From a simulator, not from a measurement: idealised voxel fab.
process module | voxel spacer lines
cross-section cut | 225 nm wide | cells 5 nm
A cross-section is a grid of square cells, given in bands from the top down. A band is one or more rows of cells.
Each band's line starts with the height of the band's top and of its bottom, in nm. Then come its materials from left to right, each with its width in nm. One material with "throughout" fills the band from edge to edge. "air" is empty space.
Height 0 is the level under which the wafer as received is all one material. The lowest band goes on downwards, as in "0 down".
A width such as "30 to 40" changes by the same amount from each row of cells to the next, from the band's top row to its bottom row.
"no change" after a step means that no cell of the cross-section changed.
closed voids: empty space of 8 cells or more with no open way to the top, each as width x height at its distance from the left edge, in nm
after a step's settings: what the simulator itself notes on the step
overlay nm, on a step with a mask: how far to the right of its planned place the mask lay; to the left if negative
plan
1 op RECEIVE | material Si
2 op CONFORMAL_DEP | material SiO2 | thk nm 10
3 op DIRECTIONAL_DEP | material TiN | thk nm 10
4 op DIRECTIONAL_DEP | material polySi | thk nm 20
5 op PATTERN | tone cover | mask id MANDREL | material resist | width nm 20 | pitch nm 70 | thk nm 30 | overlay nm 0
6 op DIRECTIONAL_ETCH | etch materials polySi | depth nm 20
7 op STRIP | etch materials resist
8 op CONFORMAL_DEP | material SiN | thk nm 15
9 op DIRECTIONAL_ETCH | etch materials SiN | depth nm 15
10 op STRIP | etch materials polySi
11 op DIRECTIONAL_ETCH | etch materials TiN | depth nm 10
12 op STRIP | etch materials SiN
first wafer, as planned
as received, after step 1
  0 down: Si throughout
  closed voids: none
after step 2
  10 to 0: SiO2 throughout
  below 0: unchanged
after step 3
  20 to 10: TiN throughout
  below 10: unchanged
after step 4
  40 to 20: polySi throughout
  below 20: unchanged
after step 5
  70 to 40: air 30 | resist 20 | air 50 | resist 20 | air 50 | resist 20 | air 35
  below 40: unchanged
after step 6
  70 to 40: air 30 | resist 20 | air 50 | resist 20 | air 50 | resist 20 | air 35
  40 to 20: air 30 | polySi 20 | air 50 | polySi 20 | air 50 | polySi 20 | air 35
  below 20: unchanged
after step 7
  40 to 20: air 30 | polySi 20 | air 50 | polySi 20 | air 50 | polySi 20 | air 35
  below 20: unchanged
after step 8
  55 to 40: air 15 | SiN 50 | air 20 | SiN 50 | air 20 | SiN 50 | air 20
  40 to 35: air 15 | SiN 15 | polySi 20 | SiN 15 | air 20 | SiN 15 | polySi 20 | SiN 15 | air 20 | SiN 15 | polySi 20 | SiN 15 | air 20
  35 to 20: SiN 30 | polySi 20 | SiN 50 | polySi 20 | SiN 50 | polySi 20 | SiN 35
  below 20: unchanged
after step 9
  40 to 20: air 15 | SiN 15 | polySi 20 | SiN 15 | air 20 | SiN 15 | polySi 20 | SiN 15 | air 20 | SiN 15 | polySi 20 | SiN 15 | air 20
  below 20: unchanged
after step 10
  40 to 20: air 15 | SiN 15 | air 20 | SiN 15 | air 20 | SiN 15 | air 20 | SiN 15 | air 20 | SiN 15 | air 20 | SiN 15 | air 20
  below 20: unchanged
after step 11
  40 to 20: air 15 | SiN 15 | air 20 | SiN 15 | air 20 | SiN 15 | air 20 | SiN 15 | air 20 | SiN 15 | air 20 | SiN 15 | air 20
  20 to 10: air 15 | TiN 15 | air 20 | TiN 15 | air 20 | TiN 15 | air 20 | TiN 15 | air 20 | TiN 15 | air 20 | TiN 15 | air 20
  below 10: unchanged
after step 12
  20 to 10: air 15 | TiN 15 | air 20 | TiN 15 | air 20 | TiN 15 | air 20 | TiN 15 | air 20 | TiN 15 | air 20 | TiN 15 | air 20
  below 10: unchanged
second wafer: like start, like plan, one mistake. Through step 9 it matches the first wafer
when step 10 should have ended
  40 to 20: air 30 | polySi 20 | air 50 | polySi 20 | air 50 | polySi 20 | air 35
  below 20: unchanged
when step 11 should have ended
  40 to 20: air 30 | polySi 20 | air 50 | polySi 20 | air 50 | polySi 20 | air 35
  20 to 10: air 30 | TiN 20 | air 50 | TiN 20 | air 50 | TiN 20 | air 35
  below 10: unchanged
when step 12 should have ended: no change
what went wrong: step 10 ran as: op STRIP | etch materials SiN
at the end the second wafer has, in cells: 12 fewer of TiN | 48 more of polySi
